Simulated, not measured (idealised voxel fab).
Herein follows the process module entitled voxel local oxidation.
cross-section cut | 255 nm wide | cells 5 nm
Each cross-section below is a grid of square cells, stated as bands in top-down order, with one or more rows of cells making up each band. Look at the band entry: it leads with the top's height and the bottom's height in nm. Then it lists the materials left to right, with a width in nm for each. The word "edge to edge" on a single material says that material fills the band edge to edge. The word "blank" is empty space. A quick word on heights: they are counted from 0, and under that level the wafer as it came to us is one material throughout. The lowest band is different from the rest in having no bottom; it simply continues downward, written as in "0 and below". It should be noted that a width expressed as "30..40" varies in equal increments from row to row of cells within the band, taking the value of the first number at the top row and that of the second number at the bottom row. "all unchanged" (step): cross-section cells unchanged, all of them. Heads up: "Closed void register" only lists the empty pockets with no open path to the top that are 8 cells or more, and it writes them as width x height at distance, distance from the left edge, in nm. Text after the settings on a step's line: the simulator's own remark on that step. The optional step-line setting "overlay nm" applies to steps with a mask and quantifies how far to the right of its planned location the mask lay, a negative value indicating leftward placement.
**Planned step list for the process**
1: RECEIVE: material Si
2: CONFORMAL_DEP: material SiO2, thk nm 5
3: CONFORMAL_DEP: material SiN, thk nm 15
4: DIRECTIONAL_DEP: material aC, thk nm 15
5: PATTERN: tone cover, mask id ACTIVE, material resist, width nm 130, thk nm 35, overlay nm 0
6: DIRECTIONAL_ETCH: etch materials aC, depth nm 15
7: STRIP: etch materials resist
8: DIRECTIONAL_ETCH: etch materials SiN, depth nm 15
9: STRIP: etch materials aC
10: SELECTIVE_ETCH: etch materials SiO2, depth nm 5
11: OXIDIZE: depth nm 15
12: STRIP: etch materials SiN
**Delivered wafer in cross-section: state after step 1**
0 and below = Si edge to edge
Closed void register: none
**Post-module cross-section: identical start and plan to those above, one misstep in execution**
5 down to 0 = SiO2 55 | blank 140 | SiO2 60
0 down to -15 = Si 40 | SiO2 170 | Si 45
-15 and below = Si edge to edge
Closed void register: none
Processing error: contrary to plan, step 5 was performed as PATTERN: tone open, mask id ACTIVE, material resist, width nm 130, thk nm 35, overlay nm 0
